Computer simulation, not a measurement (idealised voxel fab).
The following is a process module called voxel transistor to metal.
The width of the displayed cross-section, cut, is 155 nm; its cells are square, with a size of 5 nm.
Heads up, the way a cross-section reads in here is a grid of square cells, handed over as bands from the top down, with every band being one or more rows of cells. It is stipulated that each band's entry specify, in nanometres, the height of the top of the band and then that of its bottom, followed by the materials of the band in left-to-right sequence, each together with its width in nanometres. A single material marked by the word "all across" is understood to fill the band from edge to edge; the word "blank" is understood to denote empty space. Heights from 0 (as-received wafer is one material below). Bottom band endless downward, as "0 and below". With a width like "30->40", each row of cells in the band differs from the next by the same amount, the top row carrying the first number and the bottom row the second. Step note "everything unchanged" = no cross-section cell changed. Voids not open to the top, 8 cells minimum: see "Non-vented voids". Written width x height at distance; distance is from the left edge; nm. Whatever follows a step's settings on its line is a remark the simulator itself makes about that step. The "overlay nm" setting may appear on a step's line; for a step that uses a mask, it gives how far to the right of its planned position the mask lay, and a negative value indicates the left. Pairs from here to the end. Each: cross-section before one process step, cross-section after it, the latter only as far down as the lowest band that changed. Under each: the step between, and its settings. Mind that the pairs may be taken from different runs of this module on the same starting wafer; whether a pair continues from the pair above depends on its entry headed "Incoming structure", and it does only where that entry says so.

Incoming structure:
* 30 down to 20 | blank: 55 / SiN: 10 / SiO2: 5 / SiCN: 15 / SiO2: 5 / SiN: 10 / blank: 55
* 20 down to 0 | blank: 55 / SiN: 10 / SiO2: 5 / polySi: 15 / SiO2: 5 / SiN: 10 / blank: 55
* 0 down to -5 | blank: 20 / SiN: 10 / SiO2: 95 / SiN: 10 / blank: 20
* -5 down to -10 | SiO2: 40 / Si: 75 / SiO2: 40
* -10 and below | Si all across
* Non-vented voids: none

Sectional Result:
* 30 down to 25 | blank: 55 / SiN: 10 / blank: 5 / SiCN: 15 / blank: 5 / SiN: 10 / blank: 55
* 25 down to 20 | blank: 55 / SiN: 10 / SiO2: 5 / SiCN: 15 / SiO2: 5 / SiN: 10 / blank: 55
* 20 down to 0 | blank: 55 / SiN: 10 / SiO2: 5 / polySi: 15 / SiO2: 5 / SiN: 10 / blank: 55
* 0 down to -5 | blank: 20 / SiN: 10 / blank: 25 / SiO2: 45 / blank: 25 / SiN: 10 / blank: 20
* -5 down to -10 | blank: 20 / SiO2: 20 / Si: 75 / SiO2: 20 / blank: 20
* Rest of section, below -10: as before.
* Non-vented voids: none
The cross-sections above show the structure before and after this step: DIRECTIONAL_ETCH,etch materials SiO2,depth nm 5

Incoming structure: see preceding pair, after cross-section.

Sectional Result:
* 30 down to 25 | blank: 55 / SiN: 10 / blank: 5 / SiCN: 15 / blank: 5 / SiN: 10 / blank: 55
* 25 down to 20 | blank: 55 / SiN: 10 / SiO2: 5 / SiCN: 15 / SiO2: 5 / SiN: 10 / blank: 55
* 20 down to 0 | blank: 55 / SiN: 10 / SiO2: 5 / polySi: 15 / SiO2: 5 / SiN: 10 / blank: 55
* 0 down to -5 | blank: 20 / SiN: 10 / blank: 25 / SiO2: 45 / blank: 25 / SiN: 10 / blank: 20
* -5 down to -10 | blank: 20 / SiO2: 20 / blank: 15 / Si: 45 / blank: 15 / SiO2: 20 / blank: 20
* -10 down to -20 | blank: 20 / Si: 20 / blank: 15 / Si: 45 / blank: 15 / Si: 20 / blank: 20
* -20 down to -25 | blank: 20 / Si: 115 / blank: 20
* Rest of section, below -25: as before.
* Non-vented voids: none
The cross-sections above show the structure before and after this step: DIRECTIONAL_ETCH,etch materials Si,depth nm 15

Incoming structure: see preceding pair, after cross-section.

Sectional Result:
* 30 down to 25 | blank: 55 / SiN: 10 / blank: 5 / SiCN: 15 / blank: 5 / SiN: 10 / blank: 55
* 25 down to 20 | blank: 55 / SiN: 10 / SiO2: 5 / SiCN: 15 / SiO2: 5 / SiN: 10 / blank: 55
* 20 down to 15 | blank: 55 / SiN: 10 / SiO2: 5 / polySi: 15 / SiO2: 5 / SiN: 10 / blank: 55
* 15 down to 10 | blank: 35 / pSi: 20 / SiN: 10 / SiO2: 5 / polySi: 15 / SiO2: 5 / SiN: 10 / pSi: 20 / blank: 35
* 10 down to 0 | pSi: 55 / SiN: 10 / SiO2: 5 / polySi: 15 / SiO2: 5 / SiN: 10 / pSi: 55
* 0 down to -5 | pSi: 20 / SiN: 10 / pSi: 25 / SiO2: 45 / pSi: 25 / SiN: 10 / pSi: 20
* -5 down to -10 | pSi: 20 / SiO2: 20 / pSi: 15 / Si: 45 / pSi: 15 / SiO2: 20 / pSi: 20
* -10 down to -20 | pSi: 20 / Si: 20 / pSi: 15 / Si: 45 / pSi: 15 / Si: 20 / pSi: 20
* -20 down to -25 | pSi: 20 / Si: 115 / pSi: 20
* Rest of section, below -25: as before.
* Non-vented voids: none
The cross-sections above show the structure before and after this step: EPI,material pSi,thk nm 20

Incoming structure: see preceding pair, after cross-section.

Sectional Result:
* 40 down to 30 | SiO2 all across
* 30 down to 20 | SiO2: 55 / SiN: 10 / SiO2: 5 / SiCN: 15 / SiO2: 5 / SiN: 10 / SiO2: 55
* 20 down to 15 | SiO2: 55 / SiN: 10 / SiO2: 5 / polySi: 15 / SiO2: 5 / SiN: 10 / SiO2: 55
* 15 down to 10 | SiO2: 35 / pSi: 20 / SiN: 10 / SiO2: 5 / polySi: 15 / SiO2: 5 / SiN: 10 / pSi: 20 / SiO2: 35
* Rest of section, below 10: as before.
* Non-vented voids: none
The cross-sections above show the structure before and after this step: FILL_DEP,material SiO2,thk nm 10

Incoming structure: see preceding pair, after cross-section.

Sectional Result:
* 25 down to 20 | SiO2: 55 / SiN: 10 / SiO2: 5 / SiCN: 15 / SiO2: 5 / SiN: 10 / SiO2: 55
* Rest of section, below 20: as before.
* Non-vented voids: none
The cross-sections above show the structure before and after this step: CMP,height nm 25

Incoming structure: see preceding pair, after cross-section.

Sectional Result:
* 40 down to 25 | SiO2 all across
* Rest of section, below 25: as before.
* Non-vented voids: none
The cross-sections above show the structure before and after this step: DIRECTIONAL_DEP,material SiO2,thk nm 15

Incoming structure: see preceding pair, after cross-section.

Sectional Result:
* 55 down to 40 | resist: 35 / blank: 20 / resist: 45 / blank: 20 / resist: 35
* Rest of section, below 40: as before.
* Non-vented voids: none
The cross-sections above show the structure before and after this step: PATTERN,tone open,mask id CONTACT,material resist,width nm 20,pitch nm 65,thk nm 15,overlay nm 0

Incoming structure: see preceding pair, after cross-section.

Sectional Result:
* 55 down to 40 | resist: 35 / blank: 20 / resist: 45 / blank: 20 / resist: 35
* 40 down to 25 | SiO2: 35 / blank: 20 / SiO2: 45 / blank: 20 / SiO2: 35
* 25 down to 20 | SiO2: 35 / blank: 20 / SiN: 10 / SiO2: 5 / SiCN: 15 / SiO2: 5 / SiN: 10 / blank: 20 / SiO2: 35
* 20 down to 15 | SiO2: 35 / blank: 20 / SiN: 10 / SiO2: 5 / polySi: 15 / SiO2: 5 / SiN: 10 / blank: 20 / SiO2: 35
* Rest of section, below 15: as before.
* Non-vented voids: none
The cross-sections above show the structure before and after this step: DIRECTIONAL_ETCH,etch materials SiO2,depth nm 30

Incoming structure: see preceding pair, after cross-section.

Sectional Result:
* 40 down to 25 | SiO2: 35 / blank: 20 / SiO2: 45 / blank: 20 / SiO2: 35
* Rest of section, below 25: as before.
* Non-vented voids: none
The cross-sections above show the structure before and after this step: STRIP,etch materials resist

Incoming structure: see preceding pair, after cross-section.

Sectional Result:
* 45 down to 40 | TiN: 40 / blank: 10 / TiN: 55 / blank: 10 / TiN: 40
* 40 down to 25 | SiO2: 35 / TiN: 5 / blank: 10 / TiN: 5 / SiO2: 45 / TiN: 5 / blank: 10 / TiN: 5 / SiO2: 35
* 25 down to 20 | SiO2: 35 / TiN: 5 / blank: 10 / TiN: 5 / SiN: 10 / SiO2: 5 / SiCN: 15 / SiO2: 5 / SiN: 10 / TiN: 5 / blank: 10 / TiN: 5 / SiO2: 35
* 20 down to 15 | SiO2: 35 / TiN: 20 / SiN: 10 / SiO2: 5 / polySi: 15 / SiO2: 5 / SiN: 10 / TiN: 20 / SiO2: 35
* Rest of section, below 15: as before.
* Non-vented voids: none
The cross-sections above show the structure before and after this step: CONFORMAL_DEP,material TiN,thk nm 5

Incoming structure: see preceding pair, after cross-section.

Sectional Result:
* 50 down to 45 | W all across
* 45 down to 40 | TiN: 40 / W: 10 / TiN: 55 / W: 10 / TiN: 40
* 40 down to 25 | SiO2: 35 / TiN: 5 / W: 10 / TiN: 5 / SiO2: 45 / TiN: 5 / W: 10 / TiN: 5 / SiO2: 35
* 25 down to 20 | SiO2: 35 / TiN: 5 / W: 10 / TiN: 5 / SiN: 10 / SiO2: 5 / SiCN: 15 / SiO2: 5 / SiN: 10 / TiN: 5 / W: 10 / TiN: 5 / SiO2: 35
* Rest of section, below 20: as before.
* Non-vented voids: none
The cross-sections above show the structure before and after this step: FILL_DEP,material W,thk nm 5

Incoming structure: see preceding pair, after cross-section.

Sectional Result:
* 40 down to 25 | SiO2: 35 / TiN: 5 / W: 10 / TiN: 5 / SiO2: 45 / TiN: 5 / W: 10 / TiN: 5 / SiO2: 35
* Rest of section, below 25: as before.
* Non-vented voids: none
The cross-sections above show the structure before and after this step: CMP,height nm 40

Incoming structure: see preceding pair, after cross-section.

Sectional Result:
* 45 down to 40 | TiN all across
* Rest of section, below 40: as before.
* Non-vented voids: none
The cross-sections above show the structure before and after this step: DIRECTIONAL_DEP,material TiN,thk nm 5

Incoming structure: see preceding pair, after cross-section.

Sectional Result:
* 70 down to 45 | Ru all across
* Rest of section, below 45: as before.
* Non-vented voids: none
The cross-sections above show the structure before and after this step: DIRECTIONAL_DEP,material Ru,thk nm 25

Incoming structure: see preceding pair, after cross-section.

Sectional Result:
* 85 down to 70 | blank: 35 / resist: 20 / blank: 45 / resist: 20 / blank: 35
* Rest of section, below 70: as before.
* Non-vented voids: none
The cross-sections above show the structure before and after this step: PATTERN,tone cover,mask id METAL_1,material resist,width nm 20,pitch nm 65,thk nm 15,overlay nm 0

Incoming structure: see preceding pair, after cross-section.

Sectional Result:
* 85 down to 70 | blank: 35 / resist: 20 / blank: 45 / resist: 20 / blank: 35
* 70 down to 45 | blank: 35 / Ru: 20 / blank: 45 / Ru: 20 / blank: 35
* Rest of section, below 45: as before.
* Non-vented voids: none
The cross-sections above show the structure before and after this step: DIRECTIONAL_ETCH,etch materials Ru,depth nm 25

Incoming structure: see preceding pair, after cross-section.

Sectional Result:
* 85 down to 70 | blank: 35 / resist: 20 / blank: 45 / resist: 20 / blank: 35
* 70 down to 45 | blank: 35 / Ru: 20 / blank: 45 / Ru: 20 / blank: 35
* 45 down to 40 | blank: 35 / TiN: 20 / blank: 45 / TiN: 20 / blank: 35
* Rest of section, below 40: as before.
* Non-vented voids: none
The cross-sections above show the structure before and after this step: DIRECTIONAL_ETCH,etch materials TiN,depth nm 5

Incoming structure: see preceding pair, after cross-section.

Sectional Result:
* 70 down to 45 | blank: 35 / Ru: 20 / blank: 45 / Ru: 20 / blank: 35
* Rest of section, below 45: as before.
* Non-vented voids: none
The cross-sections above show the structure before and after this step: STRIP,etch materials resist

Incoming structure: see preceding pair, after cross-section.

Sectional Result:
* 80 down to 70 | lowk all across
* 70 down to 45 | lowk: 35 / Ru: 20 / lowk: 45 / Ru: 20 / lowk: 35
* 45 down to 40 | lowk: 35 / TiN: 20 / lowk: 45 / TiN: 20 / lowk: 35
* Rest of section, below 40: as before.
* Non-vented voids: none
The cross-sections above show the structure before and after this step: FILL_DEP,material lowk,thk nm 10

Incoming structure: see preceding pair, after cross-section.

Sectional Result:
* 70 down to 45 | lowk: 35 / Ru: 20 / lowk: 45 / Ru: 20 / lowk: 35
* Rest of section, below 45: as before.
* Non-vented voids: none
The cross-sections above show the structure before and after this step: CMP,height nm 70

Incoming structure: see preceding pair, after cross-section.

Sectional Result:
* 75 down to 70 | SiCN all across
* Rest of section, below 70: as before.
* Non-vented voids: none
The cross-sections above show the structure before and after this step: CONFORMAL_DEP,material SiCN,thk nm 5

Incoming structure: see preceding pair, after cross-section.

Sectional Result:
* 110 down to 75 | SiO2 all across
* Rest of section, below 75: as before.
* Non-vented voids: none
The cross-sections above show the structure before and after this step: DIRECTIONAL_DEP,material SiO2,thk nm 35

Incoming structure: see preceding pair, after cross-section.

Sectional Result:
* 110 down to 75 | SiO2: 35 / blank: 15 / SiO2: 50 / blank: 15 / SiO2: 40
* Rest of section, below 75: as before.
* Non-vented voids: none
The cross-sections above show the structure before and after this step: MASKED_ETCH,tone open,mask id METAL_2_HOLES,width nm 15,pitch nm 65,etch materials SiO2,depth nm 35,overlay nm 0

Incoming structure: see preceding pair, after cross-section.

Sectional Result:
* 130 down to 110 | resist: 35 / blank: 20 / resist: 45 / blank: 20 / resist: 35
* Rest of section, below 110: as before.
* Non-vented voids: none
The cross-sections above show the structure before and after this step: PATTERN,tone open,mask id METAL_2,material resist,width nm 20,pitch nm 65,thk nm 20,overlay nm 0

Incoming structure: see preceding pair, after cross-section.

Sectional Result:
* 130 down to 110 | resist: 35 / blank: 20 / resist: 45 / blank: 20 / resist: 35
* 110 down to 90 | SiO2: 35 / blank: 20 / SiO2: 45 / blank: 20 / SiO2: 35
* Rest of section, below 90: as before.
* Non-vented voids: none
The cross-sections above show the structure before and after this step: DIRECTIONAL_ETCH,etch materials SiO2,depth nm 20

Incoming structure: see preceding pair, after cross-section.

Sectional Result:
* 130 down to 110 | resist: 35 / blank: 20 / resist: 45 / blank: 20 / resist: 35
* 110 down to 90 | SiO2: 35 / blank: 20 / SiO2: 45 / blank: 20 / SiO2: 35
* 90 down to 75 | SiO2: 35 / blank: 15 / SiO2: 50 / blank: 15 / SiO2: 40
* 75 down to 70 | SiCN: 35 / blank: 15 / SiCN: 50 / blank: 15 / SiCN: 40
* Rest of section, below 70: as before.
* Non-vented voids: none
The cross-sections above show the structure before and after this step: DIRECTIONAL_ETCH,etch materials SiCN,depth nm 5

Incoming structure: see preceding pair, after cross-section.

Sectional Result:
* 110 down to 90 | SiO2: 35 / blank: 20 / SiO2: 45 / blank: 20 / SiO2: 35
* Rest of section, below 90: as before.
* Non-vented voids: none
The cross-sections above show the structure before and after this step: STRIP,etch materials resist

Incoming structure: see preceding pair, after cross-section.

Sectional Result:
* 115 down to 110 | TiN: 40 / blank: 10 / TiN: 55 / blank: 10 / TiN: 40
* 110 down to 95 | SiO2: 35 / TiN: 5 / blank: 10 / TiN: 5 / SiO2: 45 / TiN: 5 / blank: 10 / TiN: 5 / SiO2: 35
* 95 down to 90 | SiO2: 35 / TiN: 5 / blank: 5 / TiN: 10 / SiO2: 45 / TiN: 5 / blank: 5 / TiN: 10 / SiO2: 35
* 90 down to 75 | SiO2: 35 / TiN: 5 / blank: 5 / TiN: 5 / SiO2: 50 / TiN: 5 / blank: 5 / TiN: 5 / SiO2: 40
* 75 down to 70 | SiCN: 35 / TiN: 15 / SiCN: 50 / TiN: 15 / SiCN: 40
* Rest of section, below 70: as before.
* Non-vented voids: none
The cross-sections above show the structure before and after this step: CONFORMAL_DEP,material TiN,thk nm 5

Incoming structure: see preceding pair, after cross-section.

Sectional Result:
* 120 down to 115 | Ru all across
* 115 down to 110 | TiN: 40 / Ru: 10 / TiN: 55 / Ru: 10 / TiN: 40
* 110 down to 95 | SiO2: 35 / TiN: 5 / Ru: 10 / TiN: 5 / SiO2: 45 / TiN: 5 / Ru: 10 / TiN: 5 / SiO2: 35
* 95 down to 90 | SiO2: 35 / TiN: 5 / Ru: 5 / TiN: 10 / SiO2: 45 / TiN: 5 / Ru: 5 / TiN: 10 / SiO2: 35
* 90 down to 75 | SiO2: 35 / TiN: 5 / Ru: 5 / TiN: 5 / SiO2: 50 / TiN: 5 / Ru: 5 / TiN: 5 / SiO2: 40
* Rest of section, below 75: as before.
* Non-vented voids: none
The cross-sections above show the structure before and after this step: FILL_DEP,material Ru,thk nm 5

Incoming structure: see preceding pair, after cross-section.

Sectional Result:
* 110 down to 95 | SiO2: 35 / TiN: 5 / Ru: 10 / TiN: 5 / SiO2: 45 / TiN: 5 / Ru: 10 / TiN: 5 / SiO2: 35
* Rest of section, below 95: as before.
* Non-vented voids: none
The cross-sections above show the structure before and after this step: CMP,height nm 110

Incoming structure: see preceding pair, after cross-section.

Sectional Result:
* 115 down to 110 | SiCN all across
* Rest of section, below 110: as before.
* Non-vented voids: none
The cross-sections above show the structure before and after this step: CONFORMAL_DEP,material SiCN,thk nm 5
